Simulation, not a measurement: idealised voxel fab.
The process module that follows is named voxel wiring stack.
The width of the displayed cross-section, cut, is 165 nm; its cells are square, with a size of 5 nm.
This document writes a cross-section as a grid whose cells are square, and gives it as bands, listed from the top down; one or more rows of cells form a band.
Within each band entry, the heights of the top and of the bottom of the band appear first, in that order and in nm; the materials of the band then follow from left to right, each with its corresponding width in nm. The designation "throughout" on a single material indicates that it fills the band from edge to edge; the designation "empty" indicates empty space.
For the purposes of this specification, 0 denotes the height below which the wafer in its as-received condition is composed wholly of one material, and the lowermost band, lacking a lower limit, extends downward without end, as expressed in "top 0, no bottom".
A width such as "30->40" changes by the same amount from each row of cells to the next, from the band's top row to its bottom row.
When a step is marked "no modification", none of the cells in the cross-section changed during that step.
For the entry "Trapped voids", the listed items are empty spaces with no open way to the top whose size is 8 cells or more; each item follows the pattern width x height at distance, where distance is from the left edge and all three are in nm.
Past the settings on a step's line: simulator remark, on that step.
"overlay nm" answers the question of how far to the right of plan the mask lay on a step that has a mask, and when it is negative the answer is to the left.
SO HERE'S THE LINEUP OF PROCESS STEPS WE PLANNED
step 1: RECEIVE | material Si
step 2: CONFORMAL_DEP | material SiO2 | thk nm 10
step 3: CONFORMAL_DEP | material SiCN | thk nm 5
step 4: DIRECTIONAL_DEP | material lowk | thk nm 25
step 5: PATTERN | tone open | mask id METAL_1 | material resist | width nm 20 | pitch nm 45 | thk nm 20 | overlay nm 0
step 6: DIRECTIONAL_ETCH | etch materials lowk | depth nm 25
step 7: DIRECTIONAL_ETCH | etch materials SiCN | depth nm 5
step 8: STRIP | etch materials resist
step 9: CONFORMAL_DEP | material TiN | thk nm 5
step 10: FILL_DEP | material Ru | thk nm 5
step 11: CMP | height nm 40
step 12: EPI | material Ru | thk nm 5
step 13: FILL_DEP | material SiCN | thk nm 5
step 14: DIRECTIONAL_DEP | material SiO2 | thk nm 35
step 15: MASKED_ETCH | tone open | mask id METAL_2_HOLES | width nm 15 | pitch nm 45 | etch materials SiO2 | depth nm 35 | overlay nm 0
step 16: MASKED_ETCH | tone open | mask id METAL_2 | width nm 20 | pitch nm 45 | etch materials SiO2 | depth nm 20 | overlay nm 0
step 17: MASKED_ETCH | tone open | mask id METAL_2 | width nm 20 | pitch nm 45 | etch materials SiCN | depth nm 5 | overlay nm 0
step 18: CONFORMAL_DEP | material TiN | thk nm 5
step 19: FILL_DEP | material Cu | thk nm 10
step 20: CMP | height nm 85
step 21: CONFORMAL_DEP | material SiN | thk nm 5
CONCERNING THE FIRST OF TWO WAFERS, WHICH WAS RUN IN ACCORDANCE WITH THE PLAN
AS RECEIVED (POST STEP 1): CROSS-SECTION
- top 0, no bottom  Si throughout
- Trapped voids: none
SECTIONAL VIEW: WAFER, AFTER STEP 2
- top 10, bottom 0  SiO2 throughout
- Rest of section, below 0: as before.
SECTIONAL VIEW: WAFER, AFTER STEP 3
- top 15, bottom 10  SiCN throughout
- Rest of section, below 10: as before.
SECTIONAL VIEW: WAFER, AFTER STEP 4
- top 40, bottom 15  lowk throughout
- Rest of section, below 15: as before.
SECTIONAL VIEW: WAFER, AFTER STEP 5
- top 60, bottom 40  resist: 50, then empty: 20, then resist: 25, then empty: 20, then resist: 50
- Rest of section, below 40: as before.
SECTIONAL VIEW: WAFER, AFTER STEP 6
- top 60, bottom 40  resist: 50, then empty: 20, then resist: 25, then empty: 20, then resist: 50
- top 40, bottom 15  lowk: 50, then empty: 20, then lowk: 25, then empty: 20, then lowk: 50
- Rest of section, below 15: as before.
SECTIONAL VIEW: WAFER, AFTER STEP 7
- top 60, bottom 40  resist: 50, then empty: 20, then resist: 25, then empty: 20, then resist: 50
- top 40, bottom 15  lowk: 50, then empty: 20, then lowk: 25, then empty: 20, then lowk: 50
- top 15, bottom 10  SiCN: 50, then empty: 20, then SiCN: 25, then empty: 20, then SiCN: 50
- Rest of section, below 10: as before.
SECTIONAL VIEW: WAFER, AFTER STEP 8
- top 40, bottom 15  lowk: 50, then empty: 20, then lowk: 25, then empty: 20, then lowk: 50
- Rest of section, below 15: as before.
SECTIONAL VIEW: WAFER, AFTER STEP 9
- top 45, bottom 40  TiN: 55, then empty: 10, then TiN: 35, then empty: 10, then TiN: 55
- top 40, bottom 15  lowk: 50, then TiN: 5, then empty: 10, then TiN: 5, then lowk: 25, then TiN: 5, then empty: 10, then TiN: 5, then lowk: 50
- top 15, bottom 10  SiCN: 50, then TiN: 20, then SiCN: 25, then TiN: 20, then SiCN: 50
- Rest of section, below 10: as before.
SECTIONAL VIEW: WAFER, AFTER STEP 10
- top 50, bottom 45  Ru throughout
- top 45, bottom 40  TiN: 55, then Ru: 10, then TiN: 35, then Ru: 10, then TiN: 55
- top 40, bottom 15  lowk: 50, then TiN: 5, then Ru: 10, then TiN: 5, then lowk: 25, then TiN: 5, then Ru: 10, then TiN: 5, then lowk: 50
- Rest of section, below 15: as before.
SECTIONAL VIEW: WAFER, AFTER STEP 11
- top 40, bottom 15  lowk: 50, then TiN: 5, then Ru: 10, then TiN: 5, then lowk: 25, then TiN: 5, then Ru: 10, then TiN: 5, then lowk: 50
- Rest of section, below 15: as before.
SECTIONAL VIEW: WAFER, AFTER STEP 12
- top 45, bottom 40  empty: 45, then Ru: 30, then empty: 15, then Ru: 30, then empty: 45
- Rest of section, below 40: as before.
SECTIONAL VIEW: WAFER, AFTER STEP 13
- top 50, bottom 45  SiCN throughout
- top 45, bottom 40  SiCN: 45, then Ru: 30, then SiCN: 15, then Ru: 30, then SiCN: 45
- Rest of section, below 40: as before.
SECTIONAL VIEW: WAFER, AFTER STEP 14
- top 85, bottom 50  SiO2 throughout
- Rest of section, below 50: as before.
SECTIONAL VIEW: WAFER, AFTER STEP 15
- top 85, bottom 50  SiO2: 50, then empty: 15, then SiO2: 30, then empty: 15, then SiO2: 55
- Rest of section, below 50: as before.
SECTIONAL VIEW: WAFER, AFTER STEP 16
- top 85, bottom 65  SiO2: 50, then empty: 20, then SiO2: 25, then empty: 20, then SiO2: 50
- Rest of section, below 65: as before.
SECTIONAL VIEW: WAFER, AFTER STEP 17
- top 85, bottom 65  SiO2: 50, then empty: 20, then SiO2: 25, then empty: 20, then SiO2: 50
- top 65, bottom 50  SiO2: 50, then empty: 15, then SiO2: 30, then empty: 15, then SiO2: 55
- top 50, bottom 45  SiCN: 50, then empty: 15, then SiCN: 30, then empty: 15, then SiCN: 55
- Rest of section, below 45: as before.
SECTIONAL VIEW: WAFER, AFTER STEP 18
- top 90, bottom 85  TiN: 55, then empty: 10, then TiN: 35, then empty: 10, then TiN: 55
- top 85, bottom 70  SiO2: 50, then TiN: 5, then empty: 10, then TiN: 5, then SiO2: 25, then TiN: 5, then empty: 10, then TiN: 5, then SiO2: 50
- top 70, bottom 65  SiO2: 50, then TiN: 5, then empty: 5, then TiN: 10, then SiO2: 25, then TiN: 5, then empty: 5, then TiN: 10, then SiO2: 50
- top 65, bottom 50  SiO2: 50, then TiN: 5, then empty: 5, then TiN: 5, then SiO2: 30, then TiN: 5, then empty: 5, then TiN: 5, then SiO2: 55
- top 50, bottom 45  SiCN: 50, then TiN: 15, then SiCN: 30, then TiN: 15, then SiCN: 55
- Rest of section, below 45: as before.
SECTIONAL VIEW: WAFER, AFTER STEP 19
- top 100, bottom 90  Cu throughout
- top 90, bottom 85  TiN: 55, then Cu: 10, then TiN: 35, then Cu: 10, then TiN: 55
- top 85, bottom 70  SiO2: 50, then TiN: 5, then Cu: 10, then TiN: 5, then SiO2: 25, then TiN: 5, then Cu: 10, then TiN: 5, then SiO2: 50
- top 70, bottom 65  SiO2: 50, then TiN: 5, then Cu: 5, then TiN: 10, then SiO2: 25, then TiN: 5, then Cu: 5, then TiN: 10, then SiO2: 50
- top 65, bottom 50  SiO2: 50, then TiN: 5, then Cu: 5, then TiN: 5, then SiO2: 30, then TiN: 5, then Cu: 5, then TiN: 5, then SiO2: 55
- Rest of section, below 50: as before.
SECTIONAL VIEW: WAFER, AFTER STEP 20
- top 85, bottom 70  SiO2: 50, then TiN: 5, then Cu: 10, then TiN: 5, then SiO2: 25, then TiN: 5, then Cu: 10, then TiN: 5, then SiO2: 50
- Rest of section, below 70: as before.
SECTIONAL VIEW: WAFER, AFTER STEP 21
- top 90, bottom 85  SiN throughout
- Rest of section, below 85: as before.
WAFER TWO OF TWO - SAME STARTING POINT, SAME PROCESS PLAN, ONE MISTAKE IN EXECUTION; MATCHES WAFER ONE UP TO AND INCLUDING STEP 15
CROSS-SECTION, SECOND WAFER, AT THE END TIME THE PLAN GIVES FOR STEP 16
- top 85, bottom 65  SiO2: 45, then empty: 30, then SiO2: 15, then empty: 30, then SiO2: 45
- Rest of section, below 65: as before.
CROSS-SECTION, SECOND WAFER, AT THE END TIME THE PLAN GIVES FOR STEP 17
- top 85, bottom 65  SiO2: 45, then empty: 30, then SiO2: 15, then empty: 30, then SiO2: 45
- top 65, bottom 50  SiO2: 50, then empty: 15, then SiO2: 30, then empty: 15, then SiO2: 55
- top 50, bottom 45  SiCN: 50, then empty: 15, then SiCN: 30, then empty: 15, then SiCN: 55
- Rest of section, below 45: as before.
CROSS-SECTION, SECOND WAFER, AT THE END TIME THE PLAN GIVES FOR STEP 18
- top 90, bottom 85  TiN: 50, then empty: 20, then TiN: 25, then empty: 20, then TiN: 50
- top 85, bottom 70  SiO2: 45, then TiN: 5, then empty: 20, then TiN: 5, then SiO2: 15, then TiN: 5, then empty: 20, then TiN: 5, then SiO2: 45
- top 70, bottom 65  SiO2: 45, then TiN: 10, then empty: 5, then TiN: 15, then SiO2: 15, then TiN: 10, then empty: 5, then TiN: 15, then SiO2: 45
- top 65, bottom 50  SiO2: 50, then TiN: 5, then empty: 5, then TiN: 5, then SiO2: 30, then TiN: 5, then empty: 5, then TiN: 5, then SiO2: 55
- top 50, bottom 45  SiCN: 50, then TiN: 15, then SiCN: 30, then TiN: 15, then SiCN: 55
- Rest of section, below 45: as before.
CROSS-SECTION, SECOND WAFER, AT THE END TIME THE PLAN GIVES FOR STEP 19
- top 100, bottom 90  Cu throughout
- top 90, bottom 85  TiN: 50, then Cu: 20, then TiN: 25, then Cu: 20, then TiN: 50
- top 85, bottom 70  SiO2: 45, then TiN: 5, then Cu: 20, then TiN: 5, then SiO2: 15, then TiN: 5, then Cu: 20, then TiN: 5, then SiO2: 45
- top 70, bottom 65  SiO2: 45, then TiN: 10, then Cu: 5, then TiN: 15, then SiO2: 15, then TiN: 10, then Cu: 5, then TiN: 15, then SiO2: 45
- top 65, bottom 50  SiO2: 50, then TiN: 5, then Cu: 5, then TiN: 5, then SiO2: 30, then TiN: 5, then Cu: 5, then TiN: 5, then SiO2: 55
- Rest of section, below 50: as before.
CROSS-SECTION, SECOND WAFER, AT THE END TIME THE PLAN GIVES FOR STEP 20
- top 85, bottom 70  SiO2: 45, then TiN: 5, then Cu: 20, then TiN: 5, then SiO2: 15, then TiN: 5, then Cu: 20, then TiN: 5, then SiO2: 45
- Rest of section, below 70: as before.
CROSS-SECTION, SECOND WAFER, AT THE END TIME THE PLAN GIVES FOR STEP 21
- top 90, bottom 85  SiN throughout
- Rest of section, below 85: as before.
Short version of what went wrong: off-plan run, step 16, actual operation and settings MASKED_ETCH | tone open | mask id METAL_2 | width nm 30 | pitch nm 45 | etch materials SiO2 | depth nm 20 | overlay nm 0
Materials where the second wafer ends with more or fewer cells than the first: Cu: 12 more | SiO2: 16 fewer | TiN: 4 more
